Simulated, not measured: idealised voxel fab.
process module | voxel self aligned vias
cross-section cut | 180 nm wide | cells 5 nm
A cross-section is a grid of square cells, given in bands from the top down. A band is one or more rows of cells.
Each band's line starts with the height of the band's top and of its bottom, in nm. Then come its materials from left to right, each with its width in nm. One material with "throughout" fills the band from edge to edge. "air" is empty space.
Height 0 is the level under which the wafer as received is all one material. The lowest band goes on downwards, as in "0 down".
A width such as "30 to 40" changes by the same amount from each row of cells to the next, from the band's top row to its bottom row.
"no change" after a step means that no cell of the cross-section changed.
closed voids: empty space of 8 cells or more with no open way to the top, each as width x height at its distance from the left edge, in nm
after a step's settings: what the simulator itself notes on the step
overlay nm, on a step with a mask: how far to the right of its planned place the mask lay; to the left if negative
plan
1 op RECEIVE | material Si
2 op CONFORMAL_DEP | material SiO2 | thk nm 10
3 op CONFORMAL_DEP | material SiCN | thk nm 5
4 op DIRECTIONAL_DEP | material SiO2 | thk nm 25
5 op PATTERN | tone open | mask id LINES | material resist | width nm 30 | pitch nm 55 | thk nm 20 | overlay nm 0
6 op DIRECTIONAL_ETCH | etch materials SiO2 | depth nm 25
7 op STRIP | etch materials resist
8 op CONFORMAL_DEP | material TiN | thk nm 5
9 op FILL_DEP | material W | thk nm 10
10 op CMP | height nm 40
11 op SELECTIVE_ETCH | etch materials W Ru TiN | depth nm 10
12 op FILL_DEP | material SiN | thk nm 5
13 op CMP | height nm 40
14 op DIRECTIONAL_DEP | material SiO2 | thk nm 20
15 op PATTERN | tone open | mask id VIAS | material resist | width nm 40 | pitch nm 55 | thk nm 20 | overlay nm -15
16 op DIRECTIONAL_ETCH | etch materials SiO2 | depth nm 20
17 op DIRECTIONAL_ETCH | etch materials SiN | depth nm 10
18 op STRIP | etch materials resist
19 op CONFORMAL_DEP | material TiN | thk nm 5
20 op FILL_DEP | material Cu | thk nm 5
21 op CMP | height nm 60
22 op CONFORMAL_DEP | material SiN | thk nm 5
varied across the wafers: overlay nm of step 15. The plan shows the first wafer's value. All wafers start alike
first wafer as received, after step 1
  0 down: Si throughout
  closed voids: none
first wafer at the end, after step 22
  65 to 60: SiN throughout
  60 to 45: SiO2 25 | TiN 5 | Cu 30 | TiN 5 | SiO2 15 | TiN 5 | Cu 30 | TiN 5 | SiO2 60
  45 to 40: SiO2 25 | TiN 25 | Cu 10 | TiN 5 | SiO2 15 | TiN 25 | Cu 10 | TiN 5 | SiO2 60
  40 to 35: SiO2 45 | TiN 5 | Cu 10 | TiN 5 | SiN 10 | SiO2 25 | TiN 5 | Cu 10 | TiN 5 | SiN 10 | SiO2 50
  35 to 30: SiO2 45 | TiN 20 | SiN 10 | SiO2 25 | TiN 20 | SiN 10 | SiO2 50
  30 to 20: SiO2 45 | TiN 5 | W 20 | TiN 5 | SiO2 25 | TiN 5 | W 20 | TiN 5 | SiO2 50
  20 to 15: SiO2 45 | TiN 30 | SiO2 25 | TiN 30 | SiO2 50
  15 to 10: SiCN throughout
  10 to 0: SiO2 throughout
  0 down: Si throughout
  closed voids: none
last wafer at the end
  65 to 60: SiN throughout
  60 to 45: SiO2 55 | TiN 5 | Cu 30 | TiN 5 | SiO2 15 | TiN 5 | Cu 30 | TiN 5 | SiO2 30
  45 to 40: SiO2 55 | TiN 5 | Cu 10 | TiN 25 | SiO2 15 | TiN 5 | Cu 10 | TiN 25 | SiO2 30
  40 to 35: SiO2 45 | SiN 10 | TiN 5 | Cu 10 | TiN 5 | SiO2 25 | SiN 10 | TiN 5 | Cu 10 | TiN 5 | SiO2 50
  35 to 30: SiO2 45 | SiN 10 | TiN 20 | SiO2 25 | SiN 10 | TiN 20 | SiO2 50
  30 to 20: SiO2 45 | TiN 5 | W 20 | TiN 5 | SiO2 25 | TiN 5 | W 20 | TiN 5 | SiO2 50
  20 to 15: SiO2 45 | TiN 30 | SiO2 25 | TiN 30 | SiO2 50
  15 to 10: SiCN throughout
  10 to 0: SiO2 throughout
  0 down: Si throughout
  closed voids: none
each wafer at the end: cells of each material gained (+) or lost (-) since it was received, then its closed voids
overlay nm -15 | +44 Cu | +36 SiCN | +44 SiN | +272 SiO2 | +56 TiN | +16 W | closed voids: none
overlay nm -10 | +48 Cu | +36 SiCN | +40 SiN | +272 SiO2 | +56 TiN | +16 W | closed voids: none
overlay nm -5 | +52 Cu | +36 SiCN | +36 SiN | +272 SiO2 | +56 TiN | +16 W | closed voids: none
overlay nm 0 | +52 Cu | +36 SiCN | +36 SiN | +272 SiO2 | +56 TiN | +16 W | closed voids: none
overlay nm 5 | +52 Cu | +36 SiCN | +36 SiN | +272 SiO2 | +56 TiN | +16 W | closed voids: none
overlay nm 10 | +48 Cu | +36 SiCN | +40 SiN | +272 SiO2 | +56 TiN | +16 W | closed voids: none
overlay nm 15 | +44 Cu | +36 SiCN | +44 SiN | +272 SiO2 | +56 TiN | +16 W | closed voids: none
